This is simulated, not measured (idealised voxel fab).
You're looking at the process module voxel self aligned vias.
The cross-section on display is named cut; it measures 190 nm wide, and its cells are 5 nm squares.
A cross-section is written here as square cells arranged in a grid, and it is given in bands from the top down, each band taking up one or more rows of cells.
Band: top height; bottom height; in nm. Then, left to right: material with width in nm, for each material. "throughout": a single material spanning edge to edge. "blank": empty space.
Heights are measured from 0, the level below which the as-received wafer is all one material; the lowest band has no bottom and continues downward, written as in "0..down".
The width entry "30->40" should be interpreted row by row: the top row of cells in the band takes the first number, the bottom row takes the second number, and the change between adjacent rows is uniform throughout.
Basically "changes: none" means that step didn't change any cell in the cross-section.
Basically, "Fully sealed cavities" tells you about the enclosed voids: empty spaces with no open way to the top, 8 cells or bigger, each written width x height at distance, where distance is from the left edge, all in nm.
after a step's settings: what the simulator itself notes on the step
Regarding "overlay nm": on a step with a mask, it is the distance the mask lay to the right of its planned place; a negative value places it to the left.

[The planned process steps are enumerated hereunder]
1,RECEIVE: material Si
2,CONFORMAL_DEP: material SiO2, thk nm 15
3,CONFORMAL_DEP: material SiCN, thk nm 5
4,DIRECTIONAL_DEP: material lowk, thk nm 20
5,MASKED_ETCH: tone open, mask id LINES, width nm 25, pitch nm 70, etch materials lowk, depth nm 20, overlay nm 0
6,CONFORMAL_DEP: material TiN, thk nm 5
7,FILL_DEP: material W, thk nm 5
8,CMP: height nm 40
9,SELECTIVE_ETCH: etch materials W Ru TiN, depth nm 5
10,FILL_DEP: material SiN, thk nm 10
11,CMP: height nm 40
12,DIRECTIONAL_DEP: material lowk, thk nm 15
13,DIRECTIONAL_DEP: material aC, thk nm 10
14,PATTERN: tone open, mask id VIAS, material resist, width nm 35, thk nm 25, overlay nm 0
15,DIRECTIONAL_ETCH: etch materials aC, depth nm 10
16,STRIP: etch materials resist
17,DIRECTIONAL_ETCH: etch materials lowk, depth nm 15
18,DIRECTIONAL_ETCH: etch materials SiN, depth nm 5
19,STRIP: etch materials aC
20,CONFORMAL_DEP: material TiN, thk nm 5
21,FILL_DEP: material Cu, thk nm 10
22,CMP: height nm 55
23,CONFORMAL_DEP: material SiN, thk nm 5
The value of width nm given for step 14 in the plan refers to the first wafer; the wafers vary in this setting and are alike at the start.

[The first of several wafers as received, shown in cross-section; this is its state after step 1]
> 0..down | Si throughout
> Fully sealed cavities: none

[first wafer at the end, after step 23]
> 60..55 | SiN throughout
> 55..45 | lowk: 40 | TiN: 5 | Cu: 25 | TiN: 5 | lowk: 115
> 45..40 | lowk: 40 | TiN: 10 | Cu: 15 | TiN: 10 | lowk: 115
> 40..35 | lowk: 45 | TiN: 25 | lowk: 45 | SiN: 25 | lowk: 50
> 35..25 | lowk: 45 | TiN: 5 | W: 15 | TiN: 5 | lowk: 45 | TiN: 5 | W: 15 | TiN: 5 | lowk: 50
> 25..20 | lowk: 45 | TiN: 25 | lowk: 45 | TiN: 25 | lowk: 50
> 20..15 | SiCN throughout
> 15..0 | SiO2 throughout
> 0..down | Si throughout
> Fully sealed cavities: none

[Cross-section of the final wafer among several, taken at the end of the module]
> 60..55 | SiN throughout
> 55..45 | lowk: 30 | TiN: 5 | Cu: 50 | TiN: 5 | lowk: 100
> 45..40 | lowk: 30 | TiN: 20 | Cu: 15 | TiN: 25 | lowk: 100
> 40..35 | lowk: 45 | TiN: 25 | lowk: 45 | SiN: 25 | lowk: 50
> 35..25 | lowk: 45 | TiN: 5 | W: 15 | TiN: 5 | lowk: 45 | TiN: 5 | W: 15 | TiN: 5 | lowk: 50
> 25..20 | lowk: 45 | TiN: 25 | lowk: 45 | TiN: 25 | lowk: 50
> 20..15 | SiCN throughout
> 15..0 | SiO2 throughout
> 0..down | Si throughout
> Fully sealed cavities: none

[Rows = wafers. At module end, each row lists per material the cells gained (+) or lost (-) since the wafer was received, then the closed voids]
width nm 35, +13 Cu, +38 SiCN, +43 SiN, +114 SiO2, +31 TiN, +12 W, +205 lowk, Fully sealed cavities: none
width nm 40, +15 Cu, +38 SiCN, +43 SiN, +114 SiO2, +32 TiN, +12 W, +202 lowk, Fully sealed cavities: none
width nm 45, +17 Cu, +38 SiCN, +43 SiN, +114 SiO2, +33 TiN, +12 W, +199 lowk, Fully sealed cavities: none
width nm 50, +19 Cu, +38 SiCN, +43 SiN, +114 SiO2, +34 TiN, +12 W, +196 lowk, Fully sealed cavities: none
width nm 55, +21 Cu, +38 SiCN, +43 SiN, +114 SiO2, +35 TiN, +12 W, +193 lowk, Fully sealed cavities: none
width nm 60, +23 Cu, +38 SiCN, +43 SiN, +114 SiO2, +36 TiN, +12 W, +190 lowk, Fully sealed cavities: none
